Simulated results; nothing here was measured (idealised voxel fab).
process module | voxel air gaps
cross-section cut | 170 nm wide | cells 5 nm
A cross-section is a grid of square cells, given in bands from the top down. A band is one or more rows of cells.
Each band's line starts with the height of the band's top and of its bottom, in nm. Then come its materials from left to right, each with its width in nm. One material with "throughout" fills the band from edge to edge. "air" is empty space.
Height 0 is the level under which the wafer as received is all one material. The lowest band goes on downwards, as in "0 down".
A width such as "30 to 40" changes by the same amount from each row of cells to the next, from the band's top row to its bottom row.
"no change" after a step means that no cell of the cross-section changed.
closed voids: empty space of 8 cells or more with no open way to the top, each as width x height at its distance from the left edge, in nm
after a step's settings: what the simulator itself notes on the step
overlay nm, on a step with a mask: how far to the right of its planned place the mask lay; to the left if negative
plan
1 op RECEIVE | material Si
2 op CONFORMAL_DEP | material SiO2 | thk nm 15
3 op CONFORMAL_DEP | material SiCN | thk nm 5
4 op DIRECTIONAL_DEP | material SiO2 | thk nm 40
5 op PATTERN | tone open | mask id LINES | material resist | width nm 15 | pitch nm 50 | thk nm 15 | overlay nm 0
6 op DIRECTIONAL_ETCH | etch materials SiO2 | depth nm 40
7 op STRIP | etch materials resist
8 op CONFORMAL_DEP | material TiN | thk nm 5
9 op FILL_DEP | material Cu | thk nm 5
10 op CMP | height nm 60
11 op EPI | material Ru | thk nm 10
12 op SELECTIVE_ETCH | etch materials SiO2 | depth nm 50
13 op CONFORMAL_DEP | material SiCN | thk nm 5
varied across the wafers: width nm of step 5. The plan shows the first wafer's value. All wafers start alike
first wafer as received, after step 1
  0 down: Si throughout
  closed voids: none
each wafer at the end: cells of each material gained (+) or lost (-) since it was received, then its closed voids
width nm 15 | +21 Cu | +42 Ru | +152 SiCN | +102 SiO2 | +51 TiN | closed voids: none
width nm 20 | +42 Cu | +48 Ru | +152 SiCN | +102 SiO2 | +54 TiN | closed voids: 20 x 30 at 50; 20 x 30 at 100
width nm 25 | +63 Cu | +54 Ru | +144 SiCN | +102 SiO2 | +57 TiN | closed voids: 15 x 30 at 50; 15 x 30 at 100
width nm 30 | +84 Cu | +60 Ru | +96 SiCN | +166 SiO2 | +60 TiN | closed voids: none
width nm 35 | +105 Cu | +62 Ru | +96 SiCN | +150 SiO2 | +63 TiN | closed voids: 10 x 30 at 0
